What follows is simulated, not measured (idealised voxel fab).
The document below concerns the process module designated voxel air gaps.
It is cross-section cut that appears here, measuring 270 nm in width, its square cells being 5 nm in size.
Square cells in a grid make up a cross-section in this document, and the grid is given as bands, listed from the top down, each one or more rows of cells.
Within each band entry, the heights of the top and of the bottom of the band appear first, in that order and in nm; the materials of the band then follow from left to right, each with its corresponding width in nm. The designation "throughout" on a single material indicates that it fills the band from edge to edge; the designation "blank" indicates empty space.
Ref level 0: as-received wafer is one material below here. Bottom band extends down with no lower bound ("top 0, no bottom").
It should be noted that a width expressed as "30 to 40" varies in equal increments from row to row of cells within the band, taking the value of the first number at the top row and that of the second number at the bottom row.
The cross-section has no changed cell in any step marked "everything unchanged".
Closed empty spaces (no open way to the top) of 8 cells or more are what "Enclosed voids" lists, each as width x height at distance from the left edge, nm for all three.
That trailing text on a step's line, after the settings, is the simulator's own remark on the step.
"overlay nm" answers the question of how far to the right of plan the mask lay on a step that has a mask, and when it is negative the answer is to the left.
The process steps that were planned are listed below:
1: RECEIVE,material Si
2: CONFORMAL_DEP,material SiO2,thk nm 15
3: CONFORMAL_DEP,material SiCN,thk nm 5
4: DIRECTIONAL_DEP,material lowk,thk nm 30
5: PATTERN,tone open,mask id LINES,material resist,width nm 15,pitch nm 50,thk nm 15,overlay nm 0
6: DIRECTIONAL_ETCH,etch materials lowk,depth nm 30
7: STRIP,etch materials resist
8: CONFORMAL_DEP,material TiN,thk nm 5
9: FILL_DEP,material W,thk nm 5
10: CMP,height nm 50
11: EPI,material Ru,thk nm 10
12: SELECTIVE_ETCH,etch materials lowk,depth nm 40
13: CONFORMAL_DEP,material SiCN,thk nm 5
The wafers in this document start out alike and differ in the width nm applied at step 5; the plan shows the value used for the first wafer.
Here's the first of the wafers in cross-section, just as we got it, i.e. after step 1:
  top 0, no bottom  Si throughout
  Enclosed voids: none
Rows = wafers. At module end, each row lists per material the cells gained (+) or lost (-) since the wafer was received, then the closed voids:
width nm 15 | +42 Ru | +180 SiCN | +162 SiO2 | +39 TiN | +15 W | Enclosed voids: none
width nm 20 | +48 Ru | +180 SiCN | +162 SiO2 | +42 TiN | +30 W | Enclosed voids: 20 x 20 at 100; 20 x 20 at 150
width nm 25 | +54 Ru | +172 SiCN | +162 SiO2 | +45 TiN | +45 W | Enclosed voids: 15 x 20 at 100; 15 x 20 at 150
width nm 30 | +60 Ru | +132 SiCN | +162 SiO2 | +48 TiN | +60 W | +48 lowk | Enclosed voids: none
width nm 35 | +62 Ru | +132 SiCN | +162 SiO2 | +51 TiN | +75 W | +36 lowk | Enclosed voids: none
